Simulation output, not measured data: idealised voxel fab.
process module | voxel capacitor over wiring
cross-section cut | 255 nm wide | cells 5 nm
A cross-section is a grid of square cells, given in bands from the top down. A band is one or more rows of cells.
Each band's line starts with the height of the band's top and of its bottom, in nm. Then come its materials from left to right, each with its width in nm. One material with "throughout" fills the band from edge to edge. "air" is empty space.
Height 0 is the level under which the wafer as received is all one material. The lowest band goes on downwards, as in "0 down".
A width such as "30 to 40" changes by the same amount from each row of cells to the next, from the band's top row to its bottom row.
"no change" after a step means that no cell of the cross-section changed.
closed voids: empty space of 8 cells or more with no open way to the top, each as width x height at its distance from the left edge, in nm
after a step's settings: what the simulator itself notes on the step
overlay nm, on a step with a mask: how far to the right of its planned place the mask lay; to the left if negative
Each pair below shows a cross-section before one step and the cross-section after it, down to the lowest band that changed. The line under each pair gives the step between them, with its settings. The pairs can come from different runs of this module on the same starting wafer, so a pair continues from the pair above only where its "before" says so.
before
  0 down: Si throughout
  closed voids: none
after
  15 to 0: SiO2 throughout
  below 0: unchanged
  closed voids: none
the step between: op CONFORMAL_DEP | material SiO2 | thk nm 15
before: the cross-section after the pair above
after
  20 to 15: TiN throughout
  below 15: unchanged
  closed voids: none
the step between: op DIRECTIONAL_DEP | material TiN | thk nm 5
before: the cross-section after the pair above
after
  45 to 20: Ru throughout
  below 20: unchanged
  closed voids: none
the step between: op DIRECTIONAL_DEP | material Ru | thk nm 25
before: the cross-section after the pair above
after
  45 to 20: air 75 | Ru 20 | air 65 | Ru 20 | air 75
  below 20: unchanged
  closed voids: none
the step between: op MASKED_ETCH | tone cover | mask id METAL_1 | width nm 20 | pitch nm 85 | etch materials Ru | depth nm 25 | overlay nm 0
before: the cross-section after the pair above
after
  45 to 20: air 75 | Ru 20 | air 65 | Ru 20 | air 75
  20 to 15: air 75 | TiN 20 | air 65 | TiN 20 | air 75
  below 15: unchanged
  closed voids: none
the step between: op MASKED_ETCH | tone cover | mask id METAL_1 | width nm 20 | pitch nm 85 | etch materials TiN | depth nm 5 | overlay nm 0
before: the cross-section after the pair above
after
  55 to 45: SiO2 throughout
  45 to 20: SiO2 75 | Ru 20 | SiO2 65 | Ru 20 | SiO2 75
  20 to 15: SiO2 75 | TiN 20 | SiO2 65 | TiN 20 | SiO2 75
  below 15: unchanged
  closed voids: none
the step between: op FILL_DEP | material SiO2 | thk nm 10
before: the cross-section after the pair above
after
  45 to 20: SiO2 75 | Ru 20 | SiO2 65 | Ru 20 | SiO2 75
  below 20: unchanged
  closed voids: none
the step between: op CMP | height nm 45
before: the cross-section after the pair above
after
  50 to 45: SiCN throughout
  below 45: unchanged
  closed voids: none
the step between: op CONFORMAL_DEP | material SiCN | thk nm 5
before: the cross-section after the pair above
after
  70 to 50: SiO2 throughout
  below 50: unchanged
  closed voids: none
the step between: op DIRECTIONAL_DEP | material SiO2 | thk nm 20
before: the cross-section after the pair above
after
  80 to 70: aC throughout
  below 70: unchanged
  closed voids: none
the step between: op DIRECTIONAL_DEP | material aC | thk nm 10
before: the cross-section after the pair above
after
  110 to 80: resist 80 | air 15 | resist 160
  below 80: unchanged
  closed voids: none
the step between: op PATTERN | tone open | mask id PLUG_1 | material resist | width nm 15 | thk nm 30 | overlay nm 0
before: the cross-section after the pair above
after
  100 to 80: resist 80 | air 15 | resist 160
  80 to 70: aC 80 | air 15 | aC 160
  below 70: unchanged
  closed voids: none
the step between: op DIRECTIONAL_ETCH | etch materials aC | depth nm 10
before: the cross-section after the pair above
after
  80 to 70: aC 80 | air 15 | aC 160
  below 70: unchanged
  closed voids: none
the step between: op STRIP | etch materials resist
before: the cross-section after the pair above
after
  80 to 70: aC 80 | air 15 | aC 160
  70 to 50: SiO2 80 | air 15 | SiO2 160
  below 50: unchanged
  closed voids: none
the step between: op DIRECTIONAL_ETCH | etch materials SiO2 | depth nm 20
before: the cross-section after the pair above
after
  80 to 70: aC 80 | air 15 | aC 160
  70 to 50: SiO2 80 | air 15 | SiO2 160
  50 to 45: SiCN 80 | air 15 | SiCN 160
  below 45: unchanged
  closed voids: none
the step between: op DIRECTIONAL_ETCH | etch materials SiCN | depth nm 5
before: the cross-section after the pair above
after
  70 to 50: SiO2 80 | air 15 | SiO2 160
  below 50: unchanged
  closed voids: none
the step between: op STRIP | etch materials aC
before: the cross-section after the pair above
after
  70 to 55: SiO2 80 | air 15 | SiO2 160
  55 to 50: SiO2 80 | Ru 15 | SiO2 160
  50 to 45: SiCN 80 | Ru 15 | SiCN 160
  below 45: unchanged
  closed voids: none
the step between: op EPI | material Ru | thk nm 10
before: the cross-section after the pair above
after
  70 to 65: SiO2 80 | air 15 | SiO2 160
  65 to 50: SiO2 80 | Ru 15 | SiO2 160
  below 50: unchanged
  closed voids: none
the step between: op EPI | material Ru | thk nm 10
before: the cross-section after the pair above
after
  70 to 50: SiO2 80 | Ru 15 | SiO2 160
  below 50: unchanged
  closed voids: none
the step between: op EPI | material Ru | thk nm 5
before: the cross-section after the pair above
after
  75 to 70: TiN throughout
  below 70: unchanged
  closed voids: none
the step between: op DIRECTIONAL_DEP | material TiN | thk nm 5
before: the cross-section after the pair above
after
  80 to 75: HfO2 throughout
  below 75: unchanged
  closed voids: none
the step between: op DIRECTIONAL_DEP | material HfO2 | thk nm 5
before: the cross-section after the pair above
after
  85 to 80: TiN throughout
  below 80: unchanged
  closed voids: none
the step between: op DIRECTIONAL_DEP | material TiN | thk nm 5
before: the cross-section after the pair above
after
  85 to 80: air 80 | TiN 70 | air 105
  below 80: unchanged
  closed voids: none
the step between: op MASKED_ETCH | tone cover | mask id UPPER_PLATE | width nm 70 | etch materials TiN | depth nm 5 | overlay nm 0
before: the cross-section after the pair above
after
  85 to 80: air 80 | TiN 70 | air 105
  80 to 75: air 80 | HfO2 70 | air 105
  below 75: unchanged
  closed voids: none
the step between: op MASKED_ETCH | tone cover | mask id UPPER_PLATE | width nm 70 | etch materials HfO2 | depth nm 5 | overlay nm 0
before: the cross-section after the pair above
after
  85 to 80: air 80 | TiN 70 | air 105
  80 to 75: air 80 | HfO2 70 | air 105
  75 to 70: air 75 | TiN 80 | air 100
  below 70: unchanged
  closed voids: none
the step between: op MASKED_ETCH | tone cover | mask id LOWER_PLATE | width nm 80 | etch materials TiN | depth nm 5 | overlay nm 0
before: the cross-section after the pair above
after
  100 to 85: SiO2 throughout
  85 to 80: SiO2 80 | TiN 70 | SiO2 105
  80 to 75: SiO2 80 | HfO2 70 | SiO2 105
  75 to 70: SiO2 75 | TiN 80 | SiO2 100
  below 70: unchanged
  closed voids: none
the step between: op FILL_DEP | material SiO2 | thk nm 15
before: the cross-section after the pair above
after
  95 to 85: SiO2 throughout
  below 85: unchanged
  closed voids: none
the step between: op CMP | height nm 95
before: the cross-section after the pair above
after
  110 to 95: resist 90 | air 15 | resist 150
  below 95: unchanged
  closed voids: none
the step between: op PATTERN | tone open | mask id PLUG_2 | material resist | width nm 15 | thk nm 15 | overlay nm 0
before: the cross-section after the pair above
after
  110 to 95: resist 90 | air 15 | resist 150
  95 to 85: SiO2 90 | air 15 | SiO2 150
  below 85: unchanged
  closed voids: none
the step between: op DIRECTIONAL_ETCH | etch materials SiO2 | depth nm 10
before: the cross-section after the pair above
after
  95 to 85: SiO2 90 | air 15 | SiO2 150
  below 85: unchanged
  closed voids: none
the step between: op STRIP | etch materials resist
before: the cross-section after the pair above
after
  100 to 95: TiN 95 | air 5 | TiN 155
  95 to 90: SiO2 90 | TiN 5 | air 5 | TiN 5 | SiO2 150
  90 to 80: SiO2 90 to 80 | TiN 15 to 70 | SiO2 150 to 105
  below 80: unchanged
  closed voids: none
the step between: op CONFORMAL_DEP | material TiN | thk nm 5
before: the cross-section after the pair above
after
  110 to 100: Ru throughout
  100 to 95: TiN 95 | Ru 5 | TiN 155
  95 to 90: SiO2 90 | TiN 5 | Ru 5 | TiN 5 | SiO2 150
  below 90: unchanged
  closed voids: none
the step between: op FILL_DEP | material Ru | thk nm 10
before: the cross-section after the pair above
after
  95 to 90: SiO2 90 | TiN 5 | Ru 5 | TiN 5 | SiO2 150
  below 90: unchanged
  closed voids: none
the step between: op CMP | height nm 95
before: the cross-section after the pair above
after
  100 to 95: SiCN throughout
  below 95: unchanged
  closed voids: none
the step between: op CONFORMAL_DEP | material SiCN | thk nm 5
before
  110 to 100: Ru throughout
  100 to 95: TiN 95 | Ru 5 | TiN 155
  95 to 90: SiO2 90 | TiN 5 | Ru 5 | TiN 5 | SiO2 150
  90 to 80: SiO2 90 to 80 | TiN 15 to 70 | SiO2 150 to 105
  80 to 75: SiO2 80 | HfO2 70 | SiO2 105
  75 to 70: SiO2 75 | TiN 80 | SiO2 100
  70 to 50: SiO2 80 | Ru 15 | SiO2 160
  50 to 45: SiCN 80 | Ru 15 | SiCN 160
  45 to 20: SiO2 75 | Ru 20 | SiO2 65 | Ru 20 | SiO2 75
  20 to 15: SiO2 75 | TiN 20 | SiO2 65 | TiN 20 | SiO2 75
  15 to 0: SiO2 throughout
  0 down: Si throughout
  closed voids: none
after
  115 to 110: SiCN throughout
  below 110: unchanged
  closed voids: none
the step between: op CONFORMAL_DEP | material SiCN | thk nm 5
before
  70 to 65: SiO2 80 | air 15 | SiO2 160
  65 to 50: SiO2 80 | Ru 15 | SiO2 160
  50 to 45: SiCN 80 | Ru 15 | SiCN 160
  45 to 20: SiO2 75 | Ru 20 | SiO2 65 | Ru 20 | SiO2 75
  20 to 15: SiO2 75 | TiN 20 | SiO2 65 | TiN 20 | SiO2 75
  15 to 0: SiO2 throughout
  0 down: Si throughout
  closed voids: none
after
  75 to 70: air 75 | Ru 25 | air 155
  70 to 50: SiO2 80 | Ru 15 | SiO2 160
  below 50: unchanged
  closed voids: none
the step between: op EPI | material Ru | thk nm 10
before: the cross-section after the pair above
after
  80 to 70: air 70 | Ru 35 | air 150
  below 70: unchanged
  closed voids: none
the step between: op EPI | material Ru | thk nm 5
before: the cross-section after the pair above
after
  85 to 80: air 70 | TiN 35 | air 150
  80 to 75: air 70 | Ru 35 | air 150
  75 to 70: TiN 70 | Ru 35 | TiN 150
  below 70: unchanged
  closed voids: none
the step between: op DIRECTIONAL_DEP | material TiN | thk nm 5
before: the cross-section after the pair above
after
  90 to 85: air 70 | HfO2 35 | air 150
  85 to 80: air 70 | TiN 35 | air 150
  80 to 75: HfO2 70 | Ru 35 | HfO2 150
  below 75: unchanged
  closed voids: none
the step between: op DIRECTIONAL_DEP | material HfO2 | thk nm 5
before: the cross-section after the pair above
after
  95 to 90: air 70 | TiN 35 | air 150
  90 to 85: air 70 | HfO2 35 | air 150
  85 to 80: TiN throughout
  below 80: unchanged
  closed voids: none
the step between: op DIRECTIONAL_DEP | material TiN | thk nm 5
before: the cross-section after the pair above
after
  95 to 90: air 80 | TiN 25 | air 150
  90 to 85: air 70 | HfO2 35 | air 150
  85 to 80: air 70 | TiN 80 | air 105
  below 80: unchanged
  closed voids: none
the step between: op MASKED_ETCH | tone cover | mask id UPPER_PLATE | width nm 70 | etch materials TiN | depth nm 5 | overlay nm 0
before: the cross-section after the pair above
after
  95 to 90: air 80 | TiN 25 | air 150
  90 to 85: air 80 | HfO2 25 | air 150
  85 to 80: air 70 | TiN 80 | air 105
  80 to 75: air 70 | Ru 35 | HfO2 45 | air 105
  below 75: unchanged
  closed voids: none
the step between: op MASKED_ETCH | tone cover | mask id UPPER_PLATE | width nm 70 | etch materials HfO2 | depth nm 5 | overlay nm 0
before: the cross-section after the pair above
after
  95 to 90: air 80 | TiN 25 | air 150
  90 to 85: air 80 | HfO2 25 | air 150
  85 to 80: air 75 | TiN 75 | air 105
  80 to 75: air 70 | Ru 35 | HfO2 45 | air 105
  75 to 70: air 70 | Ru 35 | TiN 50 | air 100
  below 70: unchanged
  closed voids: none
the step between: op MASKED_ETCH | tone cover | mask id LOWER_PLATE | width nm 80 | etch materials TiN | depth nm 5 | overlay nm 0
before: the cross-section after the pair above
after
  110 to 95: SiO2 throughout
  95 to 90: SiO2 80 | TiN 25 | SiO2 150
  90 to 85: SiO2 80 | HfO2 25 | SiO2 150
  85 to 80: SiO2 75 | TiN 75 | SiO2 105
  80 to 75: SiO2 70 | Ru 35 | HfO2 45 | SiO2 105
  75 to 70: SiO2 70 | Ru 35 | TiN 50 | SiO2 100
  below 70: unchanged
  closed voids: none
the step between: op FILL_DEP | material SiO2 | thk nm 15
before: the cross-section after the pair above
after
  95 to 90: SiO2 80 | TiN 25 | SiO2 150
  below 90: unchanged
  closed voids: none
the step between: op CMP | height nm 95
before: the cross-section after the pair above
after
  110 to 95: resist 90 | air 15 | resist 150
  below 95: unchanged
  closed voids: none
the step between: op PATTERN | tone open | mask id PLUG_2 | material resist | width nm 15 | thk nm 15 | overlay nm 0
before: the cross-section after the pair above
after
  95 to 90: SiO2 80 | TiN 25 | SiO2 150
  below 90: unchanged
  closed voids: none
the step between: op STRIP | etch materials resist
before: the cross-section after the pair above
after
  100 to 95: TiN throughout
  below 95: unchanged
  closed voids: none
the step between: op CONFORMAL_DEP | material TiN | thk nm 5
before: the cross-section after the pair above
after
  110 to 100: Ru throughout
  below 100: unchanged
  closed voids: none
the step between: op FILL_DEP | material Ru | thk nm 10
before: the cross-section after the pair above
after
  95 to 90: SiO2 80 | TiN 25 | SiO2 150
  below 90: unchanged
  closed voids: none
the step between: op CMP | height nm 95
before: the cross-section after the pair above
after
  100 to 95: SiCN throughout
  below 95: unchanged
  closed voids: none
the step between: op CONFORMAL_DEP | material SiCN | thk nm 5
before
  75 to 70: TiN throughout
  70 to 50: SiO2 80 | Ru 15 | SiO2 160
  50 to 45: SiCN 80 | Ru 15 | SiCN 160
  45 to 20: SiO2 75 | Ru 20 | SiO2 65 | Ru 20 | SiO2 75
  20 to 15: SiO2 75 | TiN 20 | SiO2 65 | TiN 20 | SiO2 75
  15 to 0: SiO2 throughout
  0 down: Si throughout
  closed voids: none
after
  80 to 70: TiN throughout
  below 70: unchanged
  closed voids: none
the step between: op DIRECTIONAL_DEP | material TiN | thk nm 5
before: the cross-section after the pair above
after
  85 to 80: HfO2 throughout
  below 80: unchanged
  closed voids: none
the step between: op DIRECTIONAL_DEP | material HfO2 | thk nm 5
before: the cross-section after the pair above
after
  85 to 80: air 80 | HfO2 70 | air 105
  below 80: unchanged
  closed voids: none
the step between: op MASKED_ETCH | tone cover | mask id UPPER_PLATE | width nm 70 | etch materials HfO2 | depth nm 5 | overlay nm 0
before: the cross-section after the pair above
after
  85 to 80: air 80 | HfO2 70 | air 105
  80 to 75: air 75 | TiN 80 | air 100
  below 75: unchanged
  closed voids: none
the step between: op MASKED_ETCH | tone cover | mask id LOWER_PLATE | width nm 80 | etch materials TiN | depth nm 5 | overlay nm 0
before: the cross-section after the pair above
after
  100 to 85: SiO2 throughout
  85 to 80: SiO2 80 | HfO2 70 | SiO2 105
  80 to 75: SiO2 75 | TiN 80 | SiO2 100
  below 75: unchanged
  closed voids: none
the step between: op FILL_DEP | material SiO2 | thk nm 15
before: the cross-section after the pair above
after
  95 to 85: SiO2 throughout
  below 85: unchanged
  closed voids: none
the step between: op CMP | height nm 95
before: the cross-section after the pair above
after
  110 to 95: resist 90 | air 15 | resist 150
  below 95: unchanged
  closed voids: none
the step between: op PATTERN | tone open | mask id PLUG_2 | material resist | width nm 15 | thk nm 15 | overlay nm 0
before: the cross-section after the pair above
after
  110 to 95: resist 90 | air 15 | resist 150
  95 to 85: SiO2 90 | air 15 | SiO2 150
  below 85: unchanged
  closed voids: none
the step between: op DIRECTIONAL_ETCH | etch materials SiO2 | depth nm 10
before: the cross-section after the pair above
after
  95 to 85: SiO2 90 | air 15 | SiO2 150
  below 85: unchanged
  closed voids: none
the step between: op STRIP | etch materials resist
before: the cross-section after the pair above
after
  100 to 95: TiN 95 | air 5 | TiN 155
  95 to 90: SiO2 90 | TiN 5 | air 5 | TiN 5 | SiO2 150
  90 to 85: SiO2 90 | TiN 15 | SiO2 150
  below 85: unchanged
  closed voids: none
the step between: op CONFORMAL_DEP | material TiN | thk nm 5
before: the cross-section after the pair above
after
  110 to 100: Ru throughout
  100 to 95: TiN 95 | Ru 5 | TiN 155
  95 to 90: SiO2 90 | TiN 5 | Ru 5 | TiN 5 | SiO2 150
  below 90: unchanged
  closed voids: none
the step between: op FILL_DEP | material Ru | thk nm 10
before: the cross-section after the pair above
after
  95 to 90: SiO2 90 | TiN 5 | Ru 5 | TiN 5 | SiO2 150
  below 90: unchanged
  closed voids: none
the step between: op CMP | height nm 95
before: the cross-section after the pair above
after
  100 to 95: SiCN throughout
  below 95: unchanged
  closed voids: none
the step between: op CONFORMAL_DEP | material SiCN | thk nm 5
before
  0 down: Si throughout
  closed voids: none
after
  5 to 0: SiO2 throughout
  below 0: unchanged
  closed voids: none
the step between: op CONFORMAL_DEP | material SiO2 | thk nm 5
before: the cross-section after the pair above
after
  10 to 5: TiN throughout
  below 5: unchanged
  closed voids: none
the step between: op DIRECTIONAL_DEP | material TiN | thk nm 5
before: the cross-section after the pair above
after
  35 to 10: Ru throughout
  below 10: unchanged
  closed voids: none
the step between: op DIRECTIONAL_DEP | material Ru | thk nm 25
before: the cross-section after the pair above
after
  35 to 10: air 75 | Ru 20 | air 65 | Ru 20 | air 75
  below 10: unchanged
  closed voids: none
the step between: op MASKED_ETCH | tone cover | mask id METAL_1 | width nm 20 | pitch nm 85 | etch materials Ru | depth nm 25 | overlay nm 0
before: the cross-section after the pair above
after
  35 to 10: air 75 | Ru 20 | air 65 | Ru 20 | air 75
  10 to 5: air 75 | TiN 20 | air 65 | TiN 20 | air 75
  below 5: unchanged
  closed voids: none
the step between: op MASKED_ETCH | tone cover | mask id METAL_1 | width nm 20 | pitch nm 85 | etch materials TiN | depth nm 5 | overlay nm 0
before: the cross-section after the pair above
after
  45 to 35: SiO2 throughout
  35 to 10: SiO2 75 | Ru 20 | SiO2 65 | Ru 20 | SiO2 75
  10 to 5: SiO2 75 | TiN 20 | SiO2 65 | TiN 20 | SiO2 75
  below 5: unchanged
  closed voids: none
the step between: op FILL_DEP | material SiO2 | thk nm 10
before: the cross-section after the pair above
after
  50 to 45: SiCN throughout
  below 45: unchanged
  closed voids: none
the step between: op CONFORMAL_DEP | material SiCN | thk nm 5
before: the cross-section after the pair above
after
  70 to 50: SiO2 throughout
  below 50: unchanged
  closed voids: none
the step between: op DIRECTIONAL_DEP | material SiO2 | thk nm 20
before: the cross-section after the pair above
after
  80 to 70: aC throughout
  below 70: unchanged
  closed voids: none
the step between: op DIRECTIONAL_DEP | material aC | thk nm 10
before: the cross-section after the pair above
after
  110 to 80: resist 80 | air 15 | resist 160
  below 80: unchanged
  closed voids: none
the step between: op PATTERN | tone open | mask id PLUG_1 | material resist | width nm 15 | thk nm 30 | overlay nm 0
before: the cross-section after the pair above
after
  100 to 80: resist 80 | air 15 | resist 160
  80 to 70: aC 80 | air 15 | aC 160
  below 70: unchanged
  closed voids: none
the step between: op DIRECTIONAL_ETCH | etch materials aC | depth nm 10
before: the cross-section after the pair above
after
  80 to 70: aC 80 | air 15 | aC 160
  below 70: unchanged
  closed voids: none
the step between: op STRIP | etch materials resist
before: the cross-section after the pair above
after
  80 to 70: aC 80 | air 15 | aC 160
  70 to 50: SiO2 80 | air 15 | SiO2 160
  below 50: unchanged
  closed voids: none
the step between: op DIRECTIONAL_ETCH | etch materials SiO2 | depth nm 20
before: the cross-section after the pair above
after
  80 to 70: aC 80 | air 15 | aC 160
  70 to 50: SiO2 80 | air 15 | SiO2 160
  50 to 45: SiCN 80 | air 15 | SiCN 160
  below 45: unchanged
  closed voids: none
the step between: op DIRECTIONAL_ETCH | etch materials SiCN | depth nm 5
before: the cross-section after the pair above
after
  70 to 50: SiO2 80 | air 15 | SiO2 160
  below 50: unchanged
  closed voids: none
the step between: op STRIP | etch materials aC
before: the cross-section after the pair above
after
  75 to 70: TiN 80 | air 15 | TiN 160
  70 to 50: SiO2 80 | air 15 | SiO2 160
  50 to 45: SiCN 80 | TiN 15 | SiCN 160
  below 45: unchanged
  closed voids: none
the step between: op DIRECTIONAL_DEP | material TiN | thk nm 5
before: the cross-section after the pair above
after
  80 to 75: HfO2 80 | air 15 | HfO2 160
  75 to 70: TiN 80 | air 15 | TiN 160
  70 to 55: SiO2 80 | air 15 | SiO2 160
  55 to 50: SiO2 80 | HfO2 15 | SiO2 160
  below 50: unchanged
  closed voids: none
the step between: op DIRECTIONAL_DEP | material HfO2 | thk nm 5
before: the cross-section after the pair above
after
  85 to 80: TiN 80 | air 15 | TiN 160
  80 to 75: HfO2 80 | air 15 | HfO2 160
  75 to 70: TiN 80 | air 15 | TiN 160
  70 to 60: SiO2 80 | air 15 | SiO2 160
  60 to 55: SiO2 80 | TiN 15 | SiO2 160
  below 55: unchanged
  closed voids: none
the step between: op DIRECTIONAL_DEP | material TiN | thk nm 5
before: the cross-section after the pair above
after
  85 to 80: air 95 | TiN 55 | air 105
  below 80: unchanged
  closed voids: none
the step between: op MASKED_ETCH | tone cover | mask id UPPER_PLATE | width nm 70 | etch materials TiN | depth nm 5 | overlay nm 0
before: the cross-section after the pair above
after
  85 to 80: air 95 | TiN 55 | air 105
  80 to 75: air 95 | HfO2 55 | air 105
  below 75: unchanged
  closed voids: none
the step between: op MASKED_ETCH | tone cover | mask id UPPER_PLATE | width nm 70 | etch materials HfO2 | depth nm 5 | overlay nm 0
before: the cross-section after the pair above
after
  85 to 80: air 95 | TiN 55 | air 105
  80 to 75: air 95 | HfO2 55 | air 105
  75 to 70: air 75 | TiN 5 | air 15 | TiN 60 | air 100
  below 70: unchanged
  closed voids: none
the step between: op MASKED_ETCH | tone cover | mask id LOWER_PLATE | width nm 80 | etch materials TiN | depth nm 5 | overlay nm 0
before: the cross-section after the pair above
after
  100 to 85: SiO2 throughout
  85 to 80: SiO2 95 | TiN 55 | SiO2 105
  80 to 75: SiO2 95 | HfO2 55 | SiO2 105
  75 to 70: SiO2 75 | TiN 5 | SiO2 15 | TiN 60 | SiO2 100
  70 to 60: SiO2 throughout
  below 60: unchanged
  closed voids: none
the step between: op FILL_DEP | material SiO2 | thk nm 15
before: the cross-section after the pair above
after
  95 to 85: SiO2 throughout
  below 85: unchanged
  closed voids: none
the step between: op CMP | height nm 95
before: the cross-section after the pair above
after
  110 to 95: resist 90 | air 15 | resist 150
  below 95: unchanged
  closed voids: none
the step between: op PATTERN | tone open | mask id PLUG_2 | material resist | width nm 15 | thk nm 15 | overlay nm 0
before: the cross-section after the pair above
after
  110 to 95: resist 90 | air 15 | resist 150
  95 to 85: SiO2 90 | air 15 | SiO2 150
  below 85: unchanged
  closed voids: none
the step between: op DIRECTIONAL_ETCH | etch materials SiO2 | depth nm 10
before: the cross-section after the pair above
after
  95 to 85: SiO2 90 | air 15 | SiO2 150
  below 85: unchanged
  closed voids: none
the step between: op STRIP | etch materials resist
before: the cross-section after the pair above
after
  100 to 95: TiN 95 | air 5 | TiN 155
  95 to 90: SiO2 90 | TiN 5 | air 5 | TiN 5 | SiO2 150
  90 to 80: SiO2 90 to 95 | TiN 15 to 55 | SiO2 150 to 105
  below 80: unchanged
  closed voids: none
the step between: op CONFORMAL_DEP | material TiN | thk nm 5
before: the cross-section after the pair above
after
  110 to 100: Ru throughout
  100 to 95: TiN 95 | Ru 5 | TiN 155
  95 to 90: SiO2 90 | TiN 5 | Ru 5 | TiN 5 | SiO2 150
  below 90: unchanged
  closed voids: none
the step between: op FILL_DEP | material Ru | thk nm 10
before: the cross-section after the pair above
after
  95 to 90: SiO2 90 | TiN 5 | Ru 5 | TiN 5 | SiO2 150
  below 90: unchanged
  closed voids: none
the step between: op CMP | height nm 95
before: the cross-section after the pair above
after
  100 to 95: SiCN throughout
  below 95: unchanged
  closed voids: none
the step between: op CONFORMAL_DEP | material SiCN | thk nm 5
before
  45 to 20: Ru throughout
  20 to 15: TiN throughout
  15 to 0: SiO2 throughout
  0 down: Si throughout
  closed voids: none
after
  45 to 20: air 70 | Ru 30 | air 55 | Ru 30 | air 70
  below 20: unchanged
  closed voids: none
the step between: op MASKED_ETCH | tone cover | mask id METAL_1 | width nm 30 | pitch nm 85 | etch materials Ru | depth nm 25 | overlay nm 0
before: the cross-section after the pair above
after
  45 to 20: air 70 | Ru 30 | air 55 | Ru 30 | air 70
  20 to 15: air 70 | TiN 30 | air 55 | TiN 30 | air 70
  below 15: unchanged
  closed voids: none
the step between: op MASKED_ETCH | tone cover | mask id METAL_1 | width nm 20 | pitch nm 85 | etch materials TiN | depth nm 5 | overlay nm 0
before: the cross-section after the pair above
after
  55 to 45: SiO2 throughout
  45 to 20: SiO2 70 | Ru 30 | SiO2 55 | Ru 30 | SiO2 70
  20 to 15: SiO2 70 | TiN 30 | SiO2 55 | TiN 30 | SiO2 70
  below 15: unchanged
  closed voids: none
the step between: op FILL_DEP | material SiO2 | thk nm 10
before: the cross-section after the pair above
after
  45 to 20: SiO2 70 | Ru 30 | SiO2 55 | Ru 30 | SiO2 70
  below 20: unchanged
  closed voids: none
the step between: op CMP | height nm 45
before: the cross-section after the pair above
after
  50 to 45: SiCN throughout
  below 45: unchanged
  closed voids: none
the step between: op CONFORMAL_DEP | material SiCN | thk nm 5
before: the cross-section after the pair above
after
  70 to 50: SiO2 throughout
  below 50: unchanged
  closed voids: none
the step between: op DIRECTIONAL_DEP | material SiO2 | thk nm 20
before: the cross-section after the pair above
after
  80 to 70: aC throughout
  below 70: unchanged
  closed voids: none
the step between: op DIRECTIONAL_DEP | material aC | thk nm 10
before: the cross-section after the pair above
after
  110 to 80: resist 80 | air 15 | resist 160
  below 80: unchanged
  closed voids: none
the step between: op PATTERN | tone open | mask id PLUG_1 | material resist | width nm 15 | thk nm 30 | overlay nm 0
before: the cross-section after the pair above
after
  100 to 80: resist 80 | air 15 | resist 160
  80 to 70: aC 80 | air 15 | aC 160
  below 70: unchanged
  closed voids: none
the step between: op DIRECTIONAL_ETCH | etch materials aC | depth nm 10
before: the cross-section after the pair above
after
  80 to 70: aC 80 | air 15 | aC 160
  below 70: unchanged
  closed voids: none
the step between: op STRIP | etch materials resist
before: the cross-section after the pair above
after
  80 to 70: aC 80 | air 15 | aC 160
  70 to 50: SiO2 80 | air 15 | SiO2 160
  below 50: unchanged
  closed voids: none
the step between: op DIRECTIONAL_ETCH | etch materials SiO2 | depth nm 20
before: the cross-section after the pair above
after
  80 to 70: aC 80 | air 15 | aC 160
  70 to 50: SiO2 80 | air 15 | SiO2 160
  50 to 45: SiCN 80 | air 15 | SiCN 160
  below 45: unchanged
  closed voids: none
the step between: op DIRECTIONAL_ETCH | etch materials SiCN | depth nm 5
before: the cross-section after the pair above
after
  70 to 50: SiO2 80 | air 15 | SiO2 160
  below 50: unchanged
  closed voids: none
the step between: op STRIP | etch materials aC
before: the cross-section after the pair above
after
  70 to 55: SiO2 80 | air 15 | SiO2 160
  55 to 50: SiO2 80 | Ru 15 | SiO2 160
  50 to 45: SiCN 80 | Ru 15 | SiCN 160
  below 45: unchanged
  closed voids: none
the step between: op EPI | material Ru | thk nm 10
before: the cross-section after the pair above
after
  70 to 65: SiO2 80 | air 15 | SiO2 160
  65 to 50: SiO2 80 | Ru 15 | SiO2 160
  below 50: unchanged
  closed voids: none
the step between: op EPI | material Ru | thk nm 10
before: the cross-section after the pair above
after
  70 to 50: SiO2 80 | Ru 15 | SiO2 160
  below 50: unchanged
  closed voids: none
the step between: op EPI | material Ru | thk nm 5
before: the cross-section after the pair above
after
  75 to 70: TiN throughout
  below 70: unchanged
  closed voids: none
the step between: op DIRECTIONAL_DEP | material TiN | thk nm 5
before: the cross-section after the pair above
after
  80 to 75: HfO2 throughout
  below 75: unchanged
  closed voids: none
the step between: op DIRECTIONAL_DEP | material HfO2 | thk nm 5
before: the cross-section after the pair above
after
  85 to 80: TiN throughout
  below 80: unchanged
  closed voids: none
the step between: op DIRECTIONAL_DEP | material TiN | thk nm 5
before: the cross-section after the pair above
after
  85 to 80: air 80 | TiN 70 | air 105
  below 80: unchanged
  closed voids: none
the step between: op MASKED_ETCH | tone cover | mask id UPPER_PLATE | width nm 70 | etch materials TiN | depth nm 5 | overlay nm 0
before: the cross-section after the pair above
after
  85 to 80: air 80 | TiN 70 | air 105
  80 to 75: air 80 | HfO2 70 | air 105
  below 75: unchanged
  closed voids: none
the step between: op MASKED_ETCH | tone cover | mask id UPPER_PLATE | width nm 70 | etch materials HfO2 | depth nm 5 | overlay nm 0
before: the cross-section after the pair above
after
  85 to 80: air 80 | TiN 70 | air 105
  80 to 75: air 80 | HfO2 70 | air 105
  75 to 70: air 75 | TiN 80 | air 100
  below 70: unchanged
  closed voids: none
the step between: op MASKED_ETCH | tone cover | mask id LOWER_PLATE | width nm 80 | etch materials TiN | depth nm 5 | overlay nm 0
before: the cross-section after the pair above
after
  100 to 85: SiO2 throughout
  85 to 80: SiO2 80 | TiN 70 | SiO2 105
  80 to 75: SiO2 80 | HfO2 70 | SiO2 105
  75 to 70: SiO2 75 | TiN 80 | SiO2 100
  below 70: unchanged
  closed voids: none
the step between: op FILL_DEP | material SiO2 | thk nm 15
before: the cross-section after the pair above
after
  95 to 85: SiO2 throughout
  below 85: unchanged
  closed voids: none
the step between: op CMP | height nm 95
before: the cross-section after the pair above
after
  110 to 95: resist 90 | air 15 | resist 150
  below 95: unchanged
  closed voids: none
the step between: op PATTERN | tone open | mask id PLUG_2 | material resist | width nm 15 | thk nm 15 | overlay nm 0
before: the cross-section after the pair above
after
  110 to 95: resist 90 | air 15 | resist 150
  95 to 85: SiO2 90 | air 15 | SiO2 150
  below 85: unchanged
  closed voids: none
the step between: op DIRECTIONAL_ETCH | etch materials SiO2 | depth nm 10
before: the cross-section after the pair above
after
  95 to 85: SiO2 90 | air 15 | SiO2 150
  below 85: unchanged
  closed voids: none
the step between: op STRIP | etch materials resist
before: the cross-section after the pair above
after
  100 to 95: TiN 95 | air 5 | TiN 155
  95 to 90: SiO2 90 | TiN 5 | air 5 | TiN 5 | SiO2 150
  90 to 80: SiO2 90 to 80 | TiN 15 to 70 | SiO2 150 to 105
  below 80: unchanged
  closed voids: none
the step between: op CONFORMAL_DEP | material TiN | thk nm 5
before: the cross-section after the pair above
after
  110 to 100: Ru throughout
  100 to 95: TiN 95 | Ru 5 | TiN 155
  95 to 90: SiO2 90 | TiN 5 | Ru 5 | TiN 5 | SiO2 150
  below 90: unchanged
  closed voids: none
the step between: op FILL_DEP | material Ru | thk nm 10
